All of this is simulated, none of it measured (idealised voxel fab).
The document below concerns the process module designated voxel tone inversion.
Pictured: cross-section cut, 290 nm wide, on a grid of 5 nm square cells.
A cross-section is a grid of square cells, given in bands from the top down. A band is one or more rows of cells.
The band entry comprises the height of the band's top followed by the height of its bottom, expressed in nm, and subsequently the band's materials from left to right, each stated together with its width in nm. Where a single material is marked with the word "all across", that material fills the band from edge to edge. The word "empty" represents empty space.
Height reference: 0 = level under which incoming wafer is all one material. Lowest band: no bottom, runs on downward, e.g. "0..down".
The width entry "30 to 40" should be interpreted row by row: the top row of cells in the band takes the first number, the bottom row takes the second number, and the change between adjacent rows is uniform throughout.
Where the words "stayed the same" appear for a step, the cross-section shows no cell changed by that step; every cell remained as before.
Basically, "Closed empty spaces" tells you about the enclosed voids: empty spaces with no open way to the top, 8 cells or bigger, each written width x height at distance, where distance is from the left edge, all in nm.
Read whatever lies past the settings on a step's line as the simulator's own remark about the step.
A step line may carry the setting "overlay nm", which, for steps involving a mask, states the distance by which the mask lay to the right of its intended position; negative values denote displacement to the left.

-- List of planned process steps
1,op RECEIVE | material Si
2,op CONFORMAL_DEP | material SiCN | thk nm 5
3,op DIRECTIONAL_DEP | material aC | thk nm 15
4,op PATTERN | tone cover | mask id POSTS | material resist | width nm 15 | pitch nm 45 | thk nm 20 | overlay nm 0
5,op DIRECTIONAL_ETCH | etch materials aC | depth nm 15
6,op STRIP | etch materials resist
7,op FILL_DEP | material SiO2 | thk nm 10
8,op CMP | height nm 20
9,op STRIP | etch materials aC

-- Wafer cross-section on receipt, i.e. after step 1
	0..down = Si all across
	Closed empty spaces: none

-- First wafer of two, sectioned at end of module; run went per plan
	20..5 = 115 SiO2, then 15 empty, then 30 SiO2, then 15 empty, then 115 SiO2
	5..0 = SiCN all across
	0..down = Si all across
	Closed empty spaces: none

-- This is the second of the two wafers, cross-sectioned at the end of the module; it started exactly like the first and was given the same plan, but it was run with one mistake
	20..5 = 115 empty, then 15 aC, then 30 empty, then 15 aC, then 115 empty
	5..0 = SiCN all across
	0..down = Si all across
	Closed empty spaces: none
The mistake made against the process plan was this: for step 9, the planned setting was not used; the step was instead run as op STRIP | etch materials SiO2
Final wafer comparison in cells, second versus first, more or fewer per material: SiO2: 156 fewer | aC: 18 more
